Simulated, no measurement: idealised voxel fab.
process module | voxel released beams
cross-section cut | 290 nm wide | cells 5 nm
A cross-section is a grid of square cells, given in bands from the top down. A band is one or more rows of cells.
Each band's line starts with the height of the band's top and of its bottom, in nm. Then come its materials from left to right, each with its width in nm. One material with "throughout" fills the band from edge to edge. "air" is empty space.
Height 0 is the level under which the wafer as received is all one material. The lowest band goes on downwards, as in "0 down".
A width such as "30 to 40" changes by the same amount from each row of cells to the next, from the band's top row to its bottom row.
"no change" after a step means that no cell of the cross-section changed.
closed voids: empty space of 8 cells or more with no open way to the top, each as width x height at its distance from the left edge, in nm
after a step's settings: what the simulator itself notes on the step
overlay nm, on a step with a mask: how far to the right of its planned place the mask lay; to the left if negative
plan
1 op RECEIVE | material Si
2 op CONFORMAL_DEP | material SiN | thk nm 10
3 op DIRECTIONAL_DEP | material SiO2 | thk nm 10
4 op MASKED_ETCH | tone open | mask id ANCHOR | width nm 40 | etch materials SiO2 | depth nm 10 | overlay nm 0
5 op CONFORMAL_DEP | material TiN | thk nm 15
6 op DIRECTIONAL_DEP | material aC | thk nm 15
7 op PATTERN | tone cover | mask id BEAM | material resist | width nm 100 | thk nm 35 | overlay nm 0
8 op DIRECTIONAL_ETCH | etch materials aC | depth nm 15
9 op STRIP | etch materials resist
10 op DIRECTIONAL_ETCH | etch materials TiN | depth nm 15
11 op STRIP | etch materials aC
12 op STRIP | etch materials SiO2
first wafer, as planned
as received, after step 1
  0 down: Si throughout
  closed voids: none
after step 2
  10 to 0: SiN throughout
  below 0: unchanged
after step 3
  20 to 10: SiO2 throughout
  below 10: unchanged
after step 4
  20 to 10: SiO2 95 | air 40 | SiO2 155
  below 10: unchanged
after step 5
  35 to 25: TiN 110 | air 10 | TiN 170
  25 to 20: TiN throughout
  20 to 10: SiO2 95 | TiN 40 | SiO2 155
  below 10: unchanged
after step 6
  50 to 40: aC 110 | air 10 | aC 170
  40 to 35: aC throughout
  35 to 25: TiN 110 | aC 10 | TiN 170
  below 25: unchanged
after step 7
  85 to 50: air 90 | resist 100 | air 100
  50 to 40: aC 110 | resist 10 | aC 170
  below 40: unchanged
after step 8
  70 to 50: air 90 | resist 100 | air 100
  50 to 40: air 90 | aC 20 | resist 10 | aC 70 | air 100
  40 to 35: air 90 | aC 100 | air 100
  below 35: unchanged
after step 9
  50 to 40: air 90 | aC 20 | air 10 | aC 70 | air 100
  below 40: unchanged
after step 10
  50 to 40: air 90 | aC 20 | air 10 | aC 70 | air 100
  40 to 35: air 90 | aC 100 | air 100
  35 to 25: air 90 | TiN 20 | aC 10 | TiN 70 | air 100
  25 to 20: air 90 | TiN 100 | air 100
  below 20: unchanged
after step 11
  35 to 25: air 90 | TiN 20 | air 10 | TiN 70 | air 100
  below 25: unchanged
after step 12
  35 to 25: air 90 | TiN 20 | air 10 | TiN 70 | air 100
  25 to 20: air 90 | TiN 100 | air 100
  20 to 10: air 95 | TiN 40 | air 155
  below 10: unchanged
second wafer: like start, like plan, one mistake. Through step 3 it matches the first wafer
when step 4 should have ended
  20 to 10: SiO2 90 | air 40 | SiO2 160
  below 10: unchanged
when step 5 should have ended
  35 to 25: TiN 105 | air 10 | TiN 175
  25 to 20: TiN throughout
  20 to 10: SiO2 90 | TiN 40 | SiO2 160
  below 10: unchanged
when step 6 should have ended
  50 to 40: aC 105 | air 10 | aC 175
  40 to 35: aC throughout
  35 to 25: TiN 105 | aC 10 | TiN 175
  below 25: unchanged
when step 7 should have ended
  85 to 50: air 90 | resist 100 | air 100
  50 to 40: aC 105 | resist 10 | aC 175
  below 40: unchanged
when step 8 should have ended
  70 to 50: air 90 | resist 100 | air 100
  50 to 40: air 90 | aC 15 | resist 10 | aC 75 | air 100
  40 to 35: air 90 | aC 100 | air 100
  below 35: unchanged
when step 9 should have ended
  50 to 40: air 90 | aC 15 | air 10 | aC 75 | air 100
  below 40: unchanged
when step 10 should have ended
  50 to 40: air 90 | aC 15 | air 10 | aC 75 | air 100
  40 to 35: air 90 | aC 100 | air 100
  35 to 25: air 90 | TiN 15 | aC 10 | TiN 75 | air 100
  25 to 20: air 90 | TiN 100 | air 100
  below 20: unchanged
when step 11 should have ended
  35 to 25: air 90 | TiN 15 | air 10 | TiN 75 | air 100
  below 25: unchanged
when step 12 should have ended
  35 to 25: air 90 | TiN 15 | air 10 | TiN 75 | air 100
  25 to 20: air 90 | TiN 100 | air 100
  20 to 10: air 90 | TiN 40 | air 160
  below 10: unchanged
what went wrong: step 4 ran as: op MASKED_ETCH | tone open | mask id ANCHOR | width nm 40 | etch materials SiO2 | depth nm 10 | overlay nm -5
at the end the second wafer has, in cells: as many of each material as the first, in other places
